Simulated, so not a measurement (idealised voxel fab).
The process module presented herein is designated voxel tone inversion.
This is section cut - it's 225 nm across, gridded in 5 nm square cells.
Format of a cross-section: grid, square cells. Given as bands. Order: top down. Band: one or more rows of cells. Read a band's entry like this: the first values are the height of its top and the height of its bottom in nm, and what follows is the sequence of materials from left to right, each with its width in nm. Note that "air" is empty space, and that a single material marked "full width" reaches across the band from edge to edge. The level at which height equals 0 is the one under which the wafer, as it arrives, is entirely one material. No lower edge exists for the bottom band, which continues downward and is notated as in "0 down". Graded width ("30 to 40"): value in top row of band = first number; value in bottom row = second number; row-to-row change constant. "nothing was modified" after a step means that no cell of the cross-section changed. "Enclosed void catalog" lists enclosed empty spaces (at least 8 cells, no open path upward to the top), each as width x height at distance from the left edge, in nm. If you see something after the settings on a step's line, that's the simulator's own remark about that step. A step line may carry the setting "overlay nm", which, for steps involving a mask, states the distance by which the mask lay to the right of its intended position; negative values denote displacement to the left.

## Steps in the process plan
1,RECEIVE,material Si
2,CONFORMAL_DEP,material SiCN,thk nm 5
3,DIRECTIONAL_DEP,material polySi,thk nm 25
4,PATTERN,tone cover,mask id POSTS,material resist,width nm 25,pitch nm 50,thk nm 35,overlay nm 0
5,DIRECTIONAL_ETCH,etch materials polySi,depth nm 25
6,STRIP,etch materials resist
7,FILL_DEP,material lowk,thk nm 5
8,CMP,height nm 30
9,STRIP,etch materials polySi

## Step 1 complete: cross-section of the wafer as received
> 0 down = Si full width
> Enclosed void catalog: none

## Cross-section: first of two wafers, module finished, run according to plan
> 30 to 5 = 75 lowk, 25 air, 25 lowk, 25 air, 75 lowk
> 5 to 0 = SiCN full width
> 0 down = Si full width
> Enclosed void catalog: none

## Same start, same plan as the first wafer - but one mistake in the run. Cross-section of the second of the two at the end of the module
> 30 to 25 = lowk full width
> 25 to 5 = 75 lowk, 25 polySi, 25 lowk, 25 polySi, 75 lowk
> 5 to 0 = SiCN full width
> 0 down = Si full width
> Enclosed void catalog: none
what went wrong: step 3 was not run as planned; what actually ran was DIRECTIONAL_DEP,material polySi,thk nm 20
Final difference in cells, second wafer against first, listed per material as more or fewer: lowk: 10 more, polySi: 40 more
